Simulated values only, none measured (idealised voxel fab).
Module name: voxel transistor to metal (process module)
Shown is cross-section cut, with a width of 205 nm and square cells of size 5 nm.
If you're reading a cross-section in this doc, picture square cells in a grid; it comes to you as bands, top ones listed first down to the bottom, and a band can be one or more rows of cells.
Each band's line starts with the height of the band's top and of its bottom, in nm. Then come its materials from left to right, each with its width in nm. One material with "edge to edge" fills the band from edge to edge. "blank" is empty space.
Beneath 0, the wafer as received is one material, and that level is where height counting begins. The lowest band goes on downward without a bottom; it is written like "from 0 down".
When a width is written as two numbers, as in "30..40", the first number is the width in the top row of cells of the band and the second is the width in its bottom row, and the width changes by the same amount from each row to the next.
No cell of the cross-section changed in a step that is given as "identical to before".
Listed in "Closed void list": every empty space of 8 or more cells without an open way to the top. Form: width x height at distance, the distance being from the left edge, all in nm.
The remark found on a step's line after its settings is issued by the simulator itself and pertains to that step.
overlay nm: right-of-plan distance of the mask on a masked step; negative values mean left-of-plan.
Set out below are the planned steps of the process
- 1: RECEIVE: material Si
- 2: CONFORMAL_DEP: material SiO2, thk nm 5
- 3: CONFORMAL_DEP: material SiN, thk nm 15
- 4: DIRECTIONAL_DEP: material aC, thk nm 15
- 5: PATTERN: tone cover, mask id ACTIVE, material resist, width nm 115, thk nm 35, overlay nm 0
- 6: DIRECTIONAL_ETCH: etch materials aC, depth nm 15
- 7: STRIP: etch materials resist
- 8: DIRECTIONAL_ETCH: etch materials SiN, depth nm 15
- 9: DIRECTIONAL_ETCH: etch materials SiO2, depth nm 5
- 10: DIRECTIONAL_ETCH: etch materials Si, depth nm 30
- 11: STRIP: etch materials aC
- 12: OXIDIZE: depth nm 5
- 13: FILL_DEP: material SiO2, thk nm 5
- 14: CMP: height nm 20
- 15: SELECTIVE_ETCH: etch materials SiO2, depth nm 15
- 16: STRIP: etch materials SiN
- 17: SELECTIVE_ETCH: etch materials SiO2, depth nm 5
- 18: OXIDIZE: depth nm 5
- 19: DIRECTIONAL_DEP: material polySi, thk nm 20
- 20: DIRECTIONAL_DEP: material SiCN, thk nm 15
- 21: PATTERN: tone cover, mask id GATE, material resist, width nm 25, thk nm 20, overlay nm 0
- 22: DIRECTIONAL_ETCH: etch materials SiCN, depth nm 25
- 23: DIRECTIONAL_ETCH: etch materials polySi, depth nm 30
- 24: STRIP: etch materials resist
- 25: CONFORMAL_DEP: material SiO2, thk nm 5
- 26: DIRECTIONAL_ETCH: etch materials SiO2, depth nm 5
- 27: CONFORMAL_DEP: material SiN, thk nm 5
- 28: DIRECTIONAL_ETCH: etch materials SiN, depth nm 5
- 29: DIRECTIONAL_ETCH: etch materials SiO2, depth nm 5
- 30: DIRECTIONAL_ETCH: etch materials Si, depth nm 10
- 31: EPI: material pSi, thk nm 15
- 32: FILL_DEP: material SiO2, thk nm 5
- 33: CMP: height nm 35
- 34: DIRECTIONAL_DEP: material SiO2, thk nm 15
- 35: PATTERN: tone open, mask id CONTACT, material resist, width nm 20, pitch nm 75, thk nm 20, overlay nm 0
- 36: DIRECTIONAL_ETCH: etch materials SiO2, depth nm 50
- 37: STRIP: etch materials resist
- 38: CONFORMAL_DEP: material TiN, thk nm 5
- 39: FILL_DEP: material Ru, thk nm 5
- 40: CMP: height nm 50
- 41: CONFORMAL_DEP: material SiN, thk nm 5
- 42: DIRECTIONAL_DEP: material lowk, thk nm 15
- 43: PATTERN: tone open, mask id METAL_1, material resist, width nm 20, pitch nm 75, thk nm 15, overlay nm 0
- 44: DIRECTIONAL_ETCH: etch materials lowk, depth nm 15
- 45: DIRECTIONAL_ETCH: etch materials SiN, depth nm 5
- 46: STRIP: etch materials resist
- 47: CONFORMAL_DEP: material TiN, thk nm 5
- 48: FILL_DEP: material W, thk nm 5
- 49: CMP: height nm 70
- 50: CONFORMAL_DEP: material SiN, thk nm 5
Shown in cross-section is the wafer as received, that is, as it stands after step 1
	from 0 down | Si edge to edge
	Closed void list: none
First wafer of two, sectioned at end of module; run went per plan
	from 75 to 70 | SiN edge to edge
	from 70 to 55 | lowk: 55, then TiN: 5, then W: 10, then TiN: 5, then lowk: 55, then TiN: 5, then W: 10, then TiN: 5, then lowk: 55
	from 55 to 50 | SiN: 55, then TiN: 20, then SiN: 55, then TiN: 20, then SiN: 55
	from 50 to 35 | SiO2: 55, then TiN: 5, then Ru: 10, then TiN: 5, then SiO2: 55, then TiN: 5, then Ru: 10, then TiN: 5, then SiO2: 55
	from 35 to 20 | SiO2: 55, then TiN: 5, then Ru: 10, then TiN: 5, then SiO2: 5, then SiN: 5, then SiO2: 5, then SiCN: 25, then SiO2: 5, then SiN: 5, then SiO2: 5, then TiN: 5, then Ru: 10, then TiN: 5, then SiO2: 55
	from 20 to 15 | SiO2: 55, then TiN: 5, then Ru: 10, then TiN: 5, then SiO2: 5, then SiN: 5, then SiO2: 5, then polySi: 25, then SiO2: 5, then SiN: 5, then SiO2: 5, then TiN: 5, then Ru: 10, then TiN: 5, then SiO2: 55
	from 15 to 10 | SiO2: 55, then TiN: 20, then SiO2: 5, then SiN: 5, then SiO2: 5, then polySi: 25, then SiO2: 5, then SiN: 5, then SiO2: 5, then TiN: 20, then SiO2: 55
	from 10 to 0 | SiO2: 55, then TiN: 10, then pSi: 15, then SiN: 5, then SiO2: 5, then polySi: 25, then SiO2: 5, then SiN: 5, then pSi: 15, then TiN: 10, then SiO2: 55
	from 0 to -5 | SiO2: 45, then pSi: 35, then SiO2: 45, then pSi: 35, then SiO2: 45
	from -5 to -15 | SiO2: 50, then pSi: 30, then Si: 45, then pSi: 30, then SiO2: 50
	from -15 to -35 | SiO2: 50, then Si: 105, then SiO2: 50
	from -35 down | Si edge to edge
	Closed void list: none
Wafer two cross-section, module end. Start and plan unchanged from wafer one; one mistake made during the run
	from 75 to 70 | SiN edge to edge
	from 70 to 55 | lowk: 55, then TiN: 5, then W: 10, then TiN: 5, then lowk: 55, then TiN: 5, then W: 10, then TiN: 5, then lowk: 55
	from 55 to 50 | SiN: 55, then TiN: 20, then SiN: 55, then TiN: 20, then SiN: 55
	from 50 to 35 | SiO2: 55, then TiN: 5, then Ru: 10, then TiN: 5, then SiO2: 55, then TiN: 5, then Ru: 10, then TiN: 5, then SiO2: 55
	from 35 to 25 | SiO2: 55, then TiN: 5, then Ru: 10, then TiN: 5, then SiO2: 5, then SiN: 5, then SiO2: 5, then SiCN: 25, then SiO2: 5, then SiN: 5, then SiO2: 5, then TiN: 5, then Ru: 10, then TiN: 5, then SiO2: 55
	from 25 to 20 | SiO2: 55, then TiN: 5, then Ru: 10, then TiN: 5, then SiO2: 5, then SiN: 5, then SiO2: 5, then polySi: 25, then SiO2: 5, then SiN: 5, then SiO2: 5, then TiN: 5, then Ru: 10, then TiN: 5, then SiO2: 55
	from 20 to 15 | SiO2: 55, then TiN: 20, then SiO2: 5, then SiN: 5, then SiO2: 5, then polySi: 25, then SiO2: 5, then SiN: 5, then SiO2: 5, then TiN: 20, then SiO2: 55
	from 15 to 5 | SiO2: 55, then TiN: 10, then pSi: 15, then SiN: 5, then SiO2: 5, then polySi: 25, then SiO2: 5, then SiN: 5, then pSi: 15, then TiN: 10, then SiO2: 55
	from 5 to 0 | SiO2: 40, then SiN: 5, then pSi: 35, then SiO2: 45, then pSi: 35, then SiN: 5, then SiO2: 40
	from 0 to -10 | SiO2: 50, then pSi: 30, then Si: 45, then pSi: 30, then SiO2: 50
	from -10 to -35 | SiO2: 50, then Si: 105, then SiO2: 50
	from -35 down | Si edge to edge
	Closed void list: none
Diagnosis: mixed up steps 16 and 17 - ran each in the other's place
Once processing is complete, comparing cell counts shows that the second wafer has more or fewer of certain materials than the first: Ru -4, Si +21, SiCN -5, SiO2 -8, TiN -4
